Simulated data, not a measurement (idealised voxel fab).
process module | voxel self aligned vias
cross-section cut | 235 nm wide | cells 5 nm
A cross-section is a grid of square cells, given in bands from the top down. A band is one or more rows of cells.
Each band's line starts with the height of the band's top and of its bottom, in nm. Then come its materials from left to right, each with its width in nm. One material with "throughout" fills the band from edge to edge. "air" is empty space.
Height 0 is the level under which the wafer as received is all one material. The lowest band goes on downwards, as in "0 down".
A width such as "30 to 40" changes by the same amount from each row of cells to the next, from the band's top row to its bottom row.
"no change" after a step means that no cell of the cross-section changed.
closed voids: empty space of 8 cells or more with no open way to the top, each as width x height at its distance from the left edge, in nm
after a step's settings: what the simulator itself notes on the step
overlay nm, on a step with a mask: how far to the right of its planned place the mask lay; to the left if negative
plan
1 op RECEIVE | material Si
2 op CONFORMAL_DEP | material SiO2 | thk nm 10
3 op CONFORMAL_DEP | material SiCN | thk nm 5
4 op DIRECTIONAL_DEP | material SiO2 | thk nm 20
5 op PATTERN | tone open | mask id LINES | material resist | width nm 20 | pitch nm 60 | thk nm 20 | overlay nm 0
6 op DIRECTIONAL_ETCH | etch materials SiO2 | depth nm 20
7 op STRIP | etch materials resist
8 op CONFORMAL_DEP | material TiN | thk nm 5
9 op FILL_DEP | material Ru | thk nm 5
10 op CMP | height nm 35
11 op SELECTIVE_ETCH | etch materials W Ru TiN | depth nm 10
12 op FILL_DEP | material SiN | thk nm 5
13 op CMP | height nm 35
14 op DIRECTIONAL_DEP | material SiO2 | thk nm 20
15 op DIRECTIONAL_DEP | material aC | thk nm 15
16 op PATTERN | tone open | mask id VIAS | material resist | width nm 20 | thk nm 35 | overlay nm 0
17 op DIRECTIONAL_ETCH | etch materials aC | depth nm 15
18 op STRIP | etch materials resist
19 op DIRECTIONAL_ETCH | etch materials SiO2 | depth nm 20
20 op DIRECTIONAL_ETCH | etch materials SiN | depth nm 10
21 op STRIP | etch materials aC
22 op CONFORMAL_DEP | material TiN | thk nm 5
23 op FILL_DEP | material Ru | thk nm 5
24 op CMP | height nm 55
25 op CONFORMAL_DEP | material SiN | thk nm 5
varied across the wafers: width nm of step 16. The plan shows the first wafer's value. All wafers start alike
first wafer as received, after step 1
  0 down: Si throughout
  closed voids: none
first wafer at the end, after step 25
  60 to 55: SiN throughout
  55 to 35: SiO2 75 | TiN 5 | Ru 10 | TiN 5 | SiO2 140
  35 to 30: SiO2 75 | TiN 5 | Ru 10 | TiN 5 | SiO2 40 | SiN 20 | SiO2 80
  30 to 25: SiO2 75 | TiN 20 | SiO2 40 | SiN 20 | SiO2 80
  25 to 20: SiO2 75 | TiN 5 | Ru 10 | TiN 5 | SiO2 40 | TiN 5 | Ru 10 | TiN 5 | SiO2 80
  20 to 15: SiO2 75 | TiN 20 | SiO2 40 | TiN 20 | SiO2 80
  15 to 10: SiCN throughout
  10 to 0: SiO2 throughout
  0 down: Si throughout
  closed voids: none
last wafer at the end
  60 to 55: SiN throughout
  55 to 40: SiO2 65 | TiN 5 | Ru 35 | TiN 5 | SiO2 125
  40 to 35: SiO2 65 | TiN 15 | Ru 10 | TiN 20 | SiO2 125
  35 to 30: SiO2 75 | TiN 5 | Ru 10 | TiN 5 | SiO2 40 | SiN 20 | SiO2 80
  30 to 25: SiO2 75 | TiN 20 | SiO2 40 | SiN 20 | SiO2 80
  25 to 20: SiO2 75 | TiN 5 | Ru 10 | TiN 5 | SiO2 40 | TiN 5 | Ru 10 | TiN 5 | SiO2 80
  20 to 15: SiO2 75 | TiN 20 | SiO2 40 | TiN 20 | SiO2 80
  15 to 10: SiCN throughout
  10 to 0: SiO2 throughout
  0 down: Si throughout
  closed voids: none
each wafer at the end: cells of each material gained (+) or lost (-) since it was received, then its closed voids
width nm 20 | +14 Ru | +47 SiCN | +55 SiN | +422 SiO2 | +26 TiN | closed voids: none
width nm 25 | +17 Ru | +47 SiCN | +55 SiN | +418 SiO2 | +27 TiN | closed voids: none
width nm 30 | +20 Ru | +47 SiCN | +55 SiN | +414 SiO2 | +28 TiN | closed voids: none
width nm 35 | +23 Ru | +47 SiCN | +55 SiN | +410 SiO2 | +29 TiN | closed voids: none
width nm 40 | +26 Ru | +47 SiCN | +55 SiN | +406 SiO2 | +30 TiN | closed voids: none
width nm 45 | +29 Ru | +47 SiCN | +55 SiN | +402 SiO2 | +31 TiN | closed voids: none
